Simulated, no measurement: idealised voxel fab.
Presented below is a process module, voxel gate over fins.
cross-section cut | 290 nm wide | cells 5 nm
Cross-sections here: square-cell grids, written as top-down lists of bands, a band being one or more rows of cells.
This entry defines a band. It first specifies the height of the band's top and the height of its bottom in nm, and then specifies the band's materials from left to right, stating each material with its width in nm. The word "full width" identifies a single material that fills the band from edge to edge, while the word "empty" identifies empty space.
Height datum 0, below which the as-received substrate wafer is one material. Lowest band open at the bottom, running downward: "0 down".
A width such as "30..40" changes by the same amount from each row of cells to the next, from the band's top row to its bottom row.
Key: "nothing was modified" - step with no changed cell in the cross-section.
So "Closed internal cavities" is basically the list of trapped voids: any empty space of 8 cells or more that can't reach the top through an opening. They're written width x height at distance, the distance being from the left edge, and it's all nm.
Heads up: the bit after the settings on a step's line is the simulator's remark on that step.
"overlay nm", when on a step's line for a step with a mask, measures how far to the right of its planned place the mask lay; a negative measure means to the left.

Process steps (planned)
1. RECEIVE with material Si
2. CONFORMAL_DEP with material SiN, thk nm 5
3. MASKED_ETCH with tone cover, mask id FINS, width nm 15, pitch nm 35, etch materials SiN, depth nm 5, overlay nm 0
4. MASKED_ETCH with tone cover, mask id FINS, width nm 15, pitch nm 35, etch materials Si, depth nm 25, overlay nm 0
5. FILL_DEP with material SiO2, thk nm 10
6. CMP with height nm 5
7. SELECTIVE_ETCH with etch materials SiO2, depth nm 20
8. STRIP with etch materials SiN
9. CONFORMAL_DEP with material HfO2, thk nm 5
10. CONFORMAL_DEP with material TiN, thk nm 5
11. FILL_DEP with material W, thk nm 10
12. CMP with height nm 15
13. CONFORMAL_DEP with material SiN, thk nm 5
Heads up: all these wafers start the same, and what changes between them is the depth nm in step 4. The value you see in the plan is just what the first wafer got.

First wafer as received, after step 1
    0 down  Si full width
    Closed internal cavities: none

So in this table every wafer gets its own row, and what you see is where it stands at the end of the module: for each material, how many cells it picked up (+) or gave up (-) since we received it, and after that its closed voids
depth nm 25; +76 HfO2; -245 Si; +58 SiN; +98 SiO2; +76 TiN; +169 W; Closed internal cavities: none
depth nm 30; +76 HfO2; -294 Si; +58 SiN; +147 SiO2; +76 TiN; +169 W; Closed internal cavities: none
depth nm 35; +76 HfO2; -343 Si; +58 SiN; +196 SiO2; +76 TiN; +169 W; Closed internal cavities: none
depth nm 40; +76 HfO2; -392 Si; +58 SiN; +245 SiO2; +76 TiN; +169 W; Closed internal cavities: none
depth nm 45; +76 HfO2; -441 Si; +58 SiN; +294 SiO2; +76 TiN; +169 W; Closed internal cavities: none
depth nm 50; +76 HfO2; -490 Si; +58 SiN; +343 SiO2; +76 TiN; +169 W; Closed internal cavities: none
